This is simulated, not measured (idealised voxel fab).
Presented below is a process module, voxel plated lines.
We display cut, a cross-section 170 nm in width whose square cells are each 5 nm.
Reading order for cross-sections: top band down to bottom band. Underlying form: a grid of square cells. Band size: one or more rows of cells.
Band: top height; bottom height; in nm. Then, left to right: material with width in nm, for each material. "throughout": a single material spanning edge to edge. "blank": empty space.
A quick word on heights: they are counted from 0, and under that level the wafer as it came to us is one material throughout. The lowest band is different from the rest in having no bottom; it simply continues downward, written as in "0 -> down".
Quick explanation for "30 to 40": the width changes in equal steps down the rows of cells, from the first number in the band's top row to the second number in its bottom row.
"no change occurred" for a step: no cell of the cross-section changed in that step.
The entry "Trapped void list" lists the empty spaces that cover at least 8 cells and have no open path to the top. Each is written as width x height at distance, where the distance is measured from the left edge and all three values are in nm.
Text after the settings on a step's line: the simulator's own remark on that step.
overlay nm: where the mask lay relative to plan, measured to the right, on steps with a mask; negatives go left.
Reading key. Pairs: pre-step and post-step cross-section, one process step apart; post-step view only to lowest changed band. Step between + settings: beneath pair. Runs: pairs may be from different runs of this module, same starting wafer. Continuation from pair above: only where "Pre-step view" entry says.
Pre-step view:
	0 -> down  Si throughout
	Trapped void list: none
Cross-Section After Step:
	5 -> 0  SiN throughout
	No changes below 0.
	Trapped void list: none
Which operation links the two cross-sections above? CONFORMAL_DEP: material SiN, thk nm 5
Pre-step view: check the pair just above; its after cross-section is our before state.
Cross-Section After Step:
	10 -> 5  TiN throughout
	No changes below 5.
	Trapped void list: none
Which operation links the two cross-sections above? DIRECTIONAL_DEP: material TiN, thk nm 5
Pre-step view: check the pair just above; its after cross-section is our before state.
Cross-Section After Step:
	35 -> 10  50 resist  25 blank  15 resist  25 blank  55 resist
	No changes below 10.
	Trapped void list: none
Which operation links the two cross-sections above? PATTERN: tone open, mask id LINES, material resist, width nm 25, pitch nm 40, thk nm 25, overlay nm 0
Pre-step view: check the pair just above; its after cross-section is our before state.
Cross-Section After Step:
	35 -> 15  50 resist  25 blank  15 resist  25 blank  55 resist
	15 -> 10  50 resist  25 Ru  15 resist  25 Ru  55 resist
	No changes below 10.
	Trapped void list: none
Which operation links the two cross-sections above? EPI: material Ru, thk nm 5
Pre-step view: check the pair just above; its after cross-section is our before state.
Cross-Section After Step:
	35 -> 20  50 resist  25 blank  15 resist  25 blank  55 resist
	20 -> 10  50 resist  25 Ru  15 resist  25 Ru  55 resist
	No changes below 10.
	Trapped void list: none
Which operation links the two cross-sections above? EPI: material Ru, thk nm 5
Pre-step view: check the pair just above; its after cross-section is our before state.
Cross-Section After Step:
	20 -> 10  50 blank  25 Ru  15 blank  25 Ru  55 blank
	No changes below 10.
	Trapped void list: none
Which operation links the two cross-sections above? STRIP: etch materials resist
Pre-step view: check the pair just above; its after cross-section is our before state.
Cross-Section After Step:
	20 -> 10  50 blank  25 Ru  15 blank  25 Ru  55 blank
	10 -> 5  50 blank  25 TiN  15 blank  25 TiN  55 blank
	No changes below 5.
	Trapped void list: none
Which operation links the two cross-sections above? DIRECTIONAL_ETCH: etch materials TiN, depth nm 5
Pre-step view: check the pair just above; its after cross-section is our before state.
Cross-Section After Step:
	25 -> 20  45 blank  35 SiO2  5 blank  35 SiO2  50 blank
	20 -> 10  45 blank  5 SiO2  25 Ru  5 SiO2  5 blank  5 SiO2  25 Ru  5 SiO2  50 blank
	10 -> 5  50 SiO2  25 TiN  15 SiO2  25 TiN  55 SiO2
	No changes below 5.
	Trapped void list: none
Which operation links the two cross-sections above? CONFORMAL_DEP: material SiO2, thk nm 5
Pre-step view:
	35 -> 15  50 resist  25 blank  15 resist  25 blank  55 resist
	15 -> 10  50 resist  25 Ru  15 resist  25 Ru  55 resist
	10 -> 5  TiN throughout
	5 -> 0  SiN throughout
	0 -> down  Si throughout
	Trapped void list: none
Cross-Section After Step:
	15 -> 10  50 blank  25 Ru  15 blank  25 Ru  55 blank
	No changes below 10.
	Trapped void list: none
Which operation links the two cross-sections above? STRIP: etch materials resist
Pre-step view: check the pair just above; its after cross-section is our before state.
Cross-Section After Step:
	15 -> 10  50 blank  25 Ru  15 blank  25 Ru  55 blank
	10 -> 5  50 blank  25 TiN  15 blank  25 TiN  55 blank
	No changes below 5.
	Trapped void list: none
Which operation links the two cross-sections above? DIRECTIONAL_ETCH: etch materials TiN, depth nm 5
Pre-step view: check the pair just above; its after cross-section is our before state.
Cross-Section After Step:
	20 -> 15  45 blank  35 SiO2  5 blank  35 SiO2  50 blank
	15 -> 10  45 blank  5 SiO2  25 Ru  5 SiO2  5 blank  5 SiO2  25 Ru  5 SiO2  50 blank
	10 -> 5  50 SiO2  25 TiN  15 SiO2  25 TiN  55 SiO2
	No changes below 5.
	Trapped void list: none
Which operation links the two cross-sections above? CONFORMAL_DEP: material SiO2, thk nm 5
Pre-step view:
	15 -> 10  50 blank  25 Ru  15 blank  25 Ru  55 blank
	10 -> 5  TiN throughout
	5 -> 0  SiN throughout
	0 -> down  Si throughout
	Trapped void list: none
Cross-Section After Step:
	20 -> 15  45 blank  35 Ru  5 blank  35 Ru  50 blank
	15 -> 10  Ru throughout
	No changes below 10.
	Trapped void list: none
Which operation links the two cross-sections above? EPI: material Ru, thk nm 5
Pre-step view: check the pair just above; its after cross-section is our before state.
Cross-Section After Step:
	25 -> 20  40 blank  85 SiO2  45 blank
	20 -> 15  45 SiO2  35 Ru  5 SiO2  35 Ru  50 SiO2
	No changes below 15.
	Trapped void list: none
Which operation links the two cross-sections above? CONFORMAL_DEP: material SiO2, thk nm 5
Pre-step view:
	20 -> 10  50 blank  25 Ru  15 blank  25 Ru  55 blank
	10 -> 5  50 blank  25 TiN  15 blank  25 TiN  55 blank
	5 -> 0  SiN throughout
	0 -> down  Si throughout
	Trapped void list: none
Cross-Section After Step:
	35 -> 20  35 blank  95 SiO2  40 blank
	20 -> 10  50 SiO2  25 Ru  15 SiO2  25 Ru  55 SiO2
	10 -> 5  50 SiO2  25 TiN  15 SiO2  25 TiN  55 SiO2
	No changes below 5.
	Trapped void list: none
Which operation links the two cross-sections above? CONFORMAL_DEP: material SiO2, thk nm 15
Pre-step view:
	10 -> 5  TiN throughout
	5 -> 0  SiN throughout
	0 -> down  Si throughout
	Trapped void list: none
Cross-Section After Step:
	35 -> 10  55 resist  15 blank  25 resist  15 blank  60 resist
	No changes below 10.
	Trapped void list: none
Which operation links the two cross-sections above? PATTERN: tone open, mask id LINES, material resist, width nm 15, pitch nm 40, thk nm 25, overlay nm 0
Pre-step view: check the pair just above; its after cross-section is our before state.
Cross-Section After Step:
	35 -> 15  55 resist  15 blank  25 resist  15 blank  60 resist
	15 -> 10  55 resist  15 Ru  25 resist  15 Ru  60 resist
	No changes below 10.
	Trapped void list: none
Which operation links the two cross-sections above? EPI: material Ru, thk nm 5
Pre-step view: check the pair just above; its after cross-section is our before state.
Cross-Section After Step:
	35 -> 20  55 resist  15 blank  25 resist  15 blank  60 resist
	20 -> 10  55 resist  15 Ru  25 resist  15 Ru  60 resist
	No changes below 10.
	Trapped void list: none
Which operation links the two cross-sections above? EPI: material Ru, thk nm 5
Pre-step view: check the pair just above; its after cross-section is our before state.
Cross-Section After Step:
	20 -> 10  55 blank  15 Ru  25 blank  15 Ru  60 blank
	No changes below 10.
	Trapped void list: none
Which operation links the two cross-sections above? STRIP: etch materials resist
Pre-step view: check the pair just above; its after cross-section is our before state.
Cross-Section After Step:
	20 -> 10  55 blank  15 Ru  25 blank  15 Ru  60 blank
	10 -> 5  55 blank  15 TiN  25 blank  15 TiN  60 blank
	No changes below 5.
	Trapped void list: none
Which operation links the two cross-sections above? DIRECTIONAL_ETCH: etch materials TiN, depth nm 5
Pre-step view: check the pair just above; its after cross-section is our before state.
Cross-Section After Step:
	25 -> 20  50 blank  25 SiO2  15 blank  25 SiO2  55 blank
	20 -> 10  50 blank  5 SiO2  15 Ru  5 SiO2  15 blank  5 SiO2  15 Ru  5 SiO2  55 blank
	10 -> 5  55 SiO2  15 TiN  25 SiO2  15 TiN  60 SiO2
	No changes below 5.
	Trapped void list: none
Which operation links the two cross-sections above? CONFORMAL_DEP: material SiO2, thk nm 5
Pre-step view:
	10 -> 5  TiN throughout
	5 -> 0  SiN throughout
	0 -> down  Si throughout
	Trapped void list: none
Cross-Section After Step:
	35 -> 10  45 resist  25 blank  15 resist  25 blank  60 resist
	No changes below 10.
	Trapped void list: none
Which operation links the two cross-sections above? PATTERN: tone open, mask id LINES, material resist, width nm 25, pitch nm 40, thk nm 25, overlay nm -5
Pre-step view: check the pair just above; its after cross-section is our before state.
Cross-Section After Step:
	35 -> 15  45 resist  25 blank  15 resist  25 blank  60 resist
	15 -> 10  45 resist  25 Ru  15 resist  25 Ru  60 resist
	No changes below 10.
	Trapped void list: none
Which operation links the two cross-sections above? EPI: material Ru, thk nm 5
Pre-step view: check the pair just above; its after cross-section is our before state.
Cross-Section After Step:
	35 -> 20  45 resist  25 blank  15 resist  25 blank  60 resist
	20 -> 10  45 resist  25 Ru  15 resist  25 Ru  60 resist
	No changes below 10.
	Trapped void list: none
Which operation links the two cross-sections above? EPI: material Ru, thk nm 5
Pre-step view: check the pair just above; its after cross-section is our before state.
Cross-Section After Step:
	20 -> 10  45 blank  25 Ru  15 blank  25 Ru  60 blank
	No changes below 10.
	Trapped void list: none
Which operation links the two cross-sections above? STRIP: etch materials resist
Pre-step view: check the pair just above; its after cross-section is our before state.
Cross-Section After Step:
	20 -> 10  45 blank  25 Ru  15 blank  25 Ru  60 blank
	10 -> 5  45 blank  25 TiN  15 blank  25 TiN  60 blank
	No changes below 5.
	Trapped void list: none
Which operation links the two cross-sections above? DIRECTIONAL_ETCH: etch materials TiN, depth nm 5
Pre-step view: check the pair just above; its after cross-section is our before state.
Cross-Section After Step:
	25 -> 20  40 blank  35 SiO2  5 blank  35 SiO2  55 blank
	20 -> 10  40 blank  5 SiO2  25 Ru  5 SiO2  5 blank  5 SiO2  25 Ru  5 SiO2  55 blank
	10 -> 5  45 SiO2  25 TiN  15 SiO2  25 TiN  60 SiO2
	No changes below 5.
	Trapped void list: none
Which operation links the two cross-sections above? CONFORMAL_DEP: material SiO2, thk nm 5
Pre-step view:
	20 -> 10  50 blank  25 Ru  15 blank  25 Ru  55 blank
	10 -> 5  50 blank  25 TiN  15 blank  25 TiN  55 blank
	5 -> 0  SiN throughout
	0 -> down  Si throughout
	Trapped void list: none
Cross-Section After Step:
	25 -> 10  45 blank  35 Ru  5 blank  35 Ru  50 blank
	10 -> 5  50 Ru  25 TiN  15 Ru  25 TiN  55 Ru
	No changes below 5.
	Trapped void list: none
Which operation links the two cross-sections above? CONFORMAL_DEP: material Ru, thk nm 5
Pre-step view:
	10 -> 5  TiN throughout
	5 -> 0  SiN throughout
	0 -> down  Si throughout
	Trapped void list: none
Cross-Section After Step:
	35 -> 10  50 blank  25 resist  15 blank  25 resist  55 blank
	No changes below 10.
	Trapped void list: none
Which operation links the two cross-sections above? PATTERN: tone cover, mask id LINES, material resist, width nm 25, pitch nm 40, thk nm 25, overlay nm 0
Pre-step view: check the pair just above; its after cross-section is our before state.
Cross-Section After Step:
	35 -> 15  50 blank  25 resist  15 blank  25 resist  55 blank
	15 -> 10  50 Ru  25 resist  15 Ru  25 resist  55 Ru
	No changes below 10.
	Trapped void list: none
Which operation links the two cross-sections above? EPI: material Ru, thk nm 5
Pre-step view: check the pair just above; its after cross-section is our before state.
Cross-Section After Step:
	35 -> 20  50 blank  25 resist  15 blank  25 resist  55 blank
	20 -> 10  50 Ru  25 resist  15 Ru  25 resist  55 Ru
	No changes below 10.
	Trapped void list: none
Which operation links the two cross-sections above? EPI: material Ru, thk nm 5
Pre-step view: check the pair just above; its after cross-section is our before state.
Cross-Section After Step:
	20 -> 10  50 Ru  25 blank  15 Ru  25 blank  55 Ru
	No changes below 10.
	Trapped void list: none
Which operation links the two cross-sections above? STRIP: etch materials resist
Pre-step view: check the pair just above; its after cross-section is our before state.
Cross-Section After Step:
	20 -> 10  50 Ru  25 blank  15 Ru  25 blank  55 Ru
	10 -> 5  50 TiN  25 blank  15 TiN  25 blank  55 TiN
	No changes below 5.
	Trapped void list: none
Which operation links the two cross-sections above? DIRECTIONAL_ETCH: etch materials TiN, depth nm 5
Pre-step view: check the pair just above; its after cross-section is our before state.
Cross-Section After Step:
	25 -> 20  55 SiO2  15 blank  25 SiO2  15 blank  60 SiO2
	20 -> 10  50 Ru  5 SiO2  15 blank  5 SiO2  15 Ru  5 SiO2  15 blank  5 SiO2  55 Ru
	10 -> 5  50 TiN  25 SiO2  15 TiN  25 SiO2  55 TiN
	No changes below 5.
	Trapped void list: none
Which operation links the two cross-sections above? CONFORMAL_DEP: material SiO2, thk nm 5
